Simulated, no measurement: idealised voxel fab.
The following is a process module called voxel self aligned vias.
Shown is cross-section cut, with a width of 245 nm and square cells of size 5 nm.
Each cross-section below is a grid of square cells, stated as bands in top-down order, with one or more rows of cells making up each band. The band entry comprises the height of the band's top followed by the height of its bottom, expressed in nm, and subsequently the band's materials from left to right, each stated together with its width in nm. Where a single material is marked with the word "full width", that material fills the band from edge to edge. The word "blank" represents empty space. Height is counted from the level 0, under which the received wafer is composed throughout of one material. The lowest of the bands is not closed at the bottom but continues downward, in the notation "from 0 down". It should be noted that a width expressed as "30->40" varies in equal increments from row to row of cells within the band, taking the value of the first number at the top row and that of the second number at the bottom row. Key: "remained the same" - step with no changed cell in the cross-section. Heads up: "closed voids" only lists the empty pockets with no open path to the top that are 8 cells or more, and it writes them as width x height at distance, distance from the left edge, in nm. Anything after a step's settings on that line? It's the simulator's own note about the step. What "overlay nm" on a step's line means: if the step has a mask, that mask lay this far to the right of its planned place, or, when the value is negative, to the left.

**plan**
1: RECEIVE | material Si
2: CONFORMAL_DEP | material SiO2 | thk nm 10
3: CONFORMAL_DEP | material SiCN | thk nm 5
4: DIRECTIONAL_DEP | material SiO2 | thk nm 20
5: DIRECTIONAL_DEP | material aC | thk nm 10
6: PATTERN | tone open | mask id LINES | material resist | width nm 30 | pitch nm 60 | thk nm 30 | overlay nm 0
7: DIRECTIONAL_ETCH | etch materials aC | depth nm 10
8: STRIP | etch materials resist
9: DIRECTIONAL_ETCH | etch materials SiO2 | depth nm 20
10: STRIP | etch materials aC
11: CONFORMAL_DEP | material TiN | thk nm 5
12: FILL_DEP | material W | thk nm 10
13: CMP | height nm 35
14: SELECTIVE_ETCH | etch materials W Ru TiN | depth nm 10
15: FILL_DEP | material SiN | thk nm 10
16: CMP | height nm 35
17: DIRECTIONAL_DEP | material SiO2 | thk nm 15
18: MASKED_ETCH | tone open | mask id VIAS | width nm 40 | etch materials SiO2 | depth nm 15 | overlay nm 0
19: MASKED_ETCH | tone open | mask id VIAS | width nm 40 | etch materials SiN | depth nm 10 | overlay nm 0
20: CONFORMAL_DEP | material TiN | thk nm 5
21: FILL_DEP | material W | thk nm 5
22: CMP | height nm 50
23: CONFORMAL_DEP | material SiN | thk nm 5

**Cross-section: wafer on arrival = after step 1**
> from 0 down = Si full width
> closed voids: none

**First of two wafers at the end of the module, shown in cross-section; run carried out as planned**
> from 55 to 50 = SiN full width
> from 50 to 40 = 70 nm SiO2, 5 nm TiN, 30 nm W, 5 nm TiN, 135 nm SiO2
> from 40 to 35 = 70 nm SiO2, 10 nm TiN, 20 nm W, 10 nm TiN, 135 nm SiO2
> from 35 to 30 = 75 nm SiO2, 5 nm TiN, 20 nm W, 5 nm TiN, 30 nm SiO2, 30 nm SiN, 80 nm SiO2
> from 30 to 25 = 75 nm SiO2, 30 nm TiN, 30 nm SiO2, 30 nm SiN, 80 nm SiO2
> from 25 to 20 = 75 nm SiO2, 5 nm TiN, 20 nm W, 5 nm TiN, 30 nm SiO2, 5 nm TiN, 20 nm W, 5 nm TiN, 80 nm SiO2
> from 20 to 15 = 75 nm SiO2, 30 nm TiN, 30 nm SiO2, 30 nm TiN, 80 nm SiO2
> from 15 to 10 = SiCN full width
> from 10 to 0 = SiO2 full width
> from 0 down = Si full width
> closed voids: none

**Same start, same plan as the first wafer - but one mistake in the run. Cross-section of the second of the two at the end of the module**
> from 55 to 50 = SiN full width
> from 50 to 35 = 70 nm SiO2, 5 nm TiN, 30 nm W, 5 nm TiN, 135 nm SiO2
> from 35 to 30 = 70 nm SiO2, 5 nm TiN, 30 nm W, 5 nm TiN, 25 nm SiO2, 30 nm SiN, 80 nm SiO2
> from 30 to 25 = 70 nm SiO2, 40 nm TiN, 25 nm SiO2, 30 nm SiN, 80 nm SiO2
> from 25 to 20 = 75 nm SiO2, 5 nm TiN, 20 nm W, 5 nm TiN, 30 nm SiO2, 5 nm TiN, 20 nm W, 5 nm TiN, 80 nm SiO2
> from 20 to 15 = 75 nm SiO2, 30 nm TiN, 30 nm SiO2, 30 nm TiN, 80 nm SiO2
> from 15 to 10 = SiCN full width
> from 10 to 0 = SiO2 full width
> from 0 down = Si full width
> closed voids: none
Plan not followed: step 18 went in with a setting other than planned; the actual run was MASKED_ETCH | tone open | mask id VIAS | width nm 40 | etch materials SiO2 | depth nm 25 | overlay nm 0
Count the cells at the end and the second wafer has more or fewer of some materials than the first: SiO2 -4, W +4
